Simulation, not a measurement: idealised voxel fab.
This section sets out a process module, namely voxel ribs on slabs.
Cross-section cut: width 255 nm, square cells of 5 nm.
This document writes a cross-section as a grid whose cells are square, and gives it as bands, listed from the top down; one or more rows of cells form a band. Top height, bottom height, nm. Materials left to right, width each, nm. Single material + "edge to edge" = fills band edge to edge. "air" = empty. A quick word on heights: they are counted from 0, and under that level the wafer as it came to us is one material throughout. The lowest band is different from the rest in having no bottom; it simply continues downward, written as in "top 0, no bottom". Think of "30 to 40" as a width that walks from the first number to the second as you go down the band, top row to bottom row, taking equal-sized steps from row to row. Any step labelled "changes: none" changed none of the cells in the cross-section. "Closed void list" means: voids of 8 cells or more that are shut off from the top with no open way through. Written width x height at distance, distance from the left edge, in nm. Step line, after settings: the simulator's comment on this step. A step's line can hold "overlay nm"; with a mask on that step, the setting says how far right of the planned place the mask lay, while a negative setting says it lay to the left.
### Process steps (planned)
1,RECEIVE: material Si
2,DIRECTIONAL_DEP: material SiO2, thk nm 30
3,DIRECTIONAL_DEP: material SiN, thk nm 15
4,MASKED_ETCH: tone cover, mask id RIB, width nm 20, etch materials SiN, depth nm 5, overlay nm 0
5,PATTERN: tone cover, mask id SLAB, material resist, width nm 70, thk nm 20, overlay nm 0
6,DIRECTIONAL_ETCH: etch materials SiN, depth nm 10
7,STRIP: etch materials resist
8,FILL_DEP: material SiO2, thk nm 25
9,CMP: height nm 60
10,DIRECTIONAL_DEP: material W, thk nm 10
11,DIRECTIONAL_DEP: material aC, thk nm 15
12,PATTERN: tone cover, mask id HEATER, material resist, width nm 30, thk nm 35, overlay nm 0
13,DIRECTIONAL_ETCH: etch materials aC, depth nm 15
14,STRIP: etch materials resist
15,DIRECTIONAL_ETCH: etch materials W, depth nm 10
16,STRIP: etch materials aC
17,CONFORMAL_DEP: material SiO2, thk nm 5
### Cross-section: wafer on arrival = after step 1
	top 0, no bottom | Si edge to edge
	Closed void list: none
### Cross-sectional image of the first of two wafers at the end of the module, the run having proceeded as planned
	top 75, bottom 70 | 105 nm air, then 40 nm SiO2, then 110 nm air
	top 70, bottom 65 | 105 nm air, then 5 nm SiO2, then 30 nm W, then 5 nm SiO2, then 110 nm air
	top 65, bottom 60 | 110 nm SiO2, then 30 nm W, then 115 nm SiO2
	top 60, bottom 45 | SiO2 edge to edge
	top 45, bottom 40 | 115 nm SiO2, then 20 nm SiN, then 120 nm SiO2
	top 40, bottom 30 | 90 nm SiO2, then 70 nm SiN, then 95 nm SiO2
	top 30, bottom 0 | SiO2 edge to edge
	top 0, no bottom | Si edge to edge
	Closed void list: none
### Cross-section, second wafer: same start as the first, same plan as the first, one mistake in running it; taken at the end of the module
	top 80, bottom 75 | SiO2 edge to edge
	top 75, bottom 60 | W edge to edge
	top 60, bottom 45 | SiO2 edge to edge
	top 45, bottom 40 | 115 nm SiO2, then 20 nm SiN, then 120 nm SiO2
	top 40, bottom 30 | 90 nm SiO2, then 70 nm SiN, then 95 nm SiO2
	top 30, bottom 0 | SiO2 edge to edge
	top 0, no bottom | Si edge to edge
	Closed void list: none
It is concluded that the wafer was processed incorrectly with respect to the plan, in that step 11 changed vs plan, executed as DIRECTIONAL_DEP: material W, thk nm 15
Counted in cells at the end, the second wafer holds more or fewer of these materials than the first: SiO2 -4 | W +141
